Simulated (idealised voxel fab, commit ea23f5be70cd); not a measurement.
process module | voxel wiring stack
cross-section cut | 205 nm wide | cells 5 nm
A cross-section is a grid of square cells, given in bands from the top down. A band is one or more rows of cells.
Each band's line starts with the height of the band's top and of its bottom, in nm. Then come its materials from left to right, each with its width in nm. One material with "throughout" fills the band from edge to edge. "air" is empty space.
Height 0 is the level under which the wafer as received is all one material. The lowest band goes on downwards, as in "0 down".
A width such as "30 to 40" changes by the same amount from each row of cells to the next, from the band's top row to its bottom row.
"no change" after a step means that no cell of the cross-section changed.
closed voids: empty space of 8 cells or more with no open way to the top, each as width x height at its distance from the left edge, in nm
after a step's settings: what the simulator itself notes on the step
overlay nm, on a step with a mask: how far to the right of its planned place the mask lay; to the left if negative
plan
1 op RECEIVE | material Si
2 op CONFORMAL_DEP | material SiO2 | thk nm 15
3 op CONFORMAL_DEP | material SiCN | thk nm 5
4 op DIRECTIONAL_DEP | material lowk | thk nm 25
5 op DIRECTIONAL_DEP | material aC | thk nm 10
6 op PATTERN | tone open | mask id METAL_1 | material resist | width nm 25 | pitch nm 50 | thk nm 30 | overlay nm 0
7 op DIRECTIONAL_ETCH | etch materials aC | depth nm 10
8 op STRIP | etch materials resist
9 op DIRECTIONAL_ETCH | etch materials lowk | depth nm 25
10 op DIRECTIONAL_ETCH | etch materials SiCN | depth nm 5
11 op STRIP | etch materials aC
12 op CONFORMAL_DEP | material TiN | thk nm 5
13 op FILL_DEP | material Cu | thk nm 10
14 op CMP | height nm 45
15 op CONFORMAL_DEP | material SiCN | thk nm 5
16 op DIRECTIONAL_DEP | material lowk | thk nm 15
17 op DIRECTIONAL_DEP | material aC | thk nm 15
18 op PATTERN | tone open | mask id PLUG_1 | material resist | width nm 15 | pitch nm 50 | thk nm 30 | overlay nm 0
19 op DIRECTIONAL_ETCH | etch materials aC | depth nm 15
20 op STRIP | etch materials resist
21 op DIRECTIONAL_ETCH | etch materials lowk | depth nm 15
22 op DIRECTIONAL_ETCH | etch materials SiCN | depth nm 5
23 op STRIP | etch materials aC
24 op CONFORMAL_DEP | material TiN | thk nm 5
25 op FILL_DEP | material Ru | thk nm 5
26 op CMP | height nm 65
27 op DIRECTIONAL_DEP | material TiN | thk nm 5
28 op DIRECTIONAL_DEP | material W | thk nm 20
29 op MASKED_ETCH | tone cover | mask id METAL_2 | width nm 25 | pitch nm 50 | etch materials W | depth nm 20 | overlay nm 0
30 op MASKED_ETCH | tone cover | mask id METAL_2 | width nm 25 | pitch nm 50 | etch materials TiN | depth nm 5 | overlay nm 0
31 op FILL_DEP | material SiO2 | thk nm 5
32 op CMP | height nm 90
33 op CONFORMAL_DEP | material SiN | thk nm 5
as received, after step 1
  0 down: Si throughout
  closed voids: none
first wafer at the end, as planned
  95 to 90: SiN throughout
  90 to 70: SiO2 40 | W 25 | SiO2 25 | W 25 | SiO2 25 | W 25 | SiO2 40
  70 to 65: SiO2 40 | TiN 25 | SiO2 25 | TiN 25 | SiO2 25 | TiN 25 | SiO2 40
  65 to 50: lowk 40 | TiN 5 | Ru 5 | TiN 5 | lowk 35 | TiN 5 | Ru 5 | TiN 5 | lowk 35 | TiN 5 | Ru 5 | TiN 5 | lowk 50
  50 to 45: SiCN 40 | TiN 15 | SiCN 35 | TiN 15 | SiCN 35 | TiN 15 | SiCN 50
  45 to 20: lowk 40 | TiN 5 | Cu 15 | TiN 5 | lowk 25 | TiN 5 | Cu 15 | TiN 5 | lowk 25 | TiN 5 | Cu 15 | TiN 5 | lowk 40
  20 to 15: SiCN 40 | TiN 25 | SiCN 25 | TiN 25 | SiCN 25 | TiN 25 | SiCN 40
  15 to 0: SiO2 throughout
  0 down: Si throughout
  closed voids: none
second wafer at the end: like start, like plan, one mistake
  95 to 90: SiN throughout
  90 to 70: SiO2 40 | W 25 | SiO2 25 | W 25 | SiO2 25 | W 25 | SiO2 40
  70 to 65: SiO2 40 | TiN 25 | SiO2 25 | TiN 25 | SiO2 25 | TiN 25 | SiO2 40
  65 to 50: lowk 40 | TiN 5 | Ru 5 | TiN 5 | lowk 35 | TiN 5 | Ru 5 | TiN 5 | lowk 35 | TiN 5 | Ru 5 | TiN 5 | lowk 50
  50 to 45: SiCN 40 | TiN 15 | SiCN 35 | TiN 15 | SiCN 35 | TiN 15 | SiCN 50
  45 to 20: lowk 50 | TiN 5 | Cu 15 | TiN 5 | lowk 25 | TiN 5 | Cu 15 | TiN 5 | lowk 25 | TiN 5 | Cu 15 | TiN 5 | lowk 30
  20 to 15: SiCN 50 | TiN 25 | SiCN 25 | TiN 25 | SiCN 25 | TiN 25 | SiCN 30
  15 to 0: SiO2 throughout
  0 down: Si throughout
  closed voids: none
what went wrong: step 6 ran as: op PATTERN | tone open | mask id METAL_1 | material resist | width nm 25 | pitch nm 50 | thk nm 30 | overlay nm 10
at the end the second wafer has, in cells: as many of each material as the first, in other places
